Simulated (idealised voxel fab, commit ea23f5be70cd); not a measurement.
The process module presented herein is designated voxel trench capacitor.
Cross-sectional view cut (width: 235 nm; square cell size: 5 nm).
In what follows, cross-sections appear as grids of square cells, described through bands that run from the top down, where every band is one or more rows of cells. The entry gives the band's vertical extent as a top height and a bottom height in nm, then its horizontal make-up as materials from left to right, each with a width in nm. "air" stands for empty space; a single material marked "edge to edge" fills the band edge to edge. We count height from 0. Below that, the starting wafer is all one material. The lowest band never ends at the bottom but goes on down; see "0 and below" for how that is written. A two-number width, for instance "30->40", indicates that the width is equal to the first number in the top row of the band and to the second number in the bottom row, and that it changes by a constant amount per row of cells. Where the words "nothing altered" appear for a step, the cross-section shows no cell changed by that step; every cell remained as before. Closed empty spaces (no open way to the top) of 8 cells or more are what "Voids, fully enclosed" lists, each as width x height at distance from the left edge, nm for all three. On a step's line, text after the settings is the simulator commenting on that step. overlay nm: mask right of planned place by this much (step with mask). Neg. = left.

-- Planned step list for the process
1. RECEIVE | material Si
2. CONFORMAL_DEP | material SiN | thk nm 5
3. MASKED_ETCH | tone open | mask id TRENCH | width nm 15 | pitch nm 40 | etch materials SiN | depth nm 5 | overlay nm 0
4. MASKED_ETCH | tone open | mask id TRENCH | width nm 25 | pitch nm 40 | etch materials Si | depth nm 35 | overlay nm 0
5. CONFORMAL_DEP | material HfO2 | thk nm 5
6. CONFORMAL_DEP | material TiN | thk nm 5
7. FILL_DEP | material W | thk nm 10
8. CMP | height nm 5
Where the wafers of this document differ is in the width nm of step 3; they start out the same, and the plan states the value that applied to the first wafer.

-- Cross-section of the first of several wafers as received (after step 1)
  0 and below: Si edge to edge
  Voids, fully enclosed: none

-- So in this table every wafer gets its own row, and what you see is where it stands at the end of the module: for each material, how many cells it picked up (+) or gave up (-) since we received it, and after that its closed voids
width nm 15; +51 HfO2; -63 Si; +38 SiN; +21 TiN; Voids, fully enclosed: none
width nm 20; +54 HfO2; -84 Si; +35 SiN; +42 TiN; Voids, fully enclosed: none
width nm 25; +57 HfO2; -105 Si; +32 SiN; +45 TiN; +18 W; Voids, fully enclosed: none
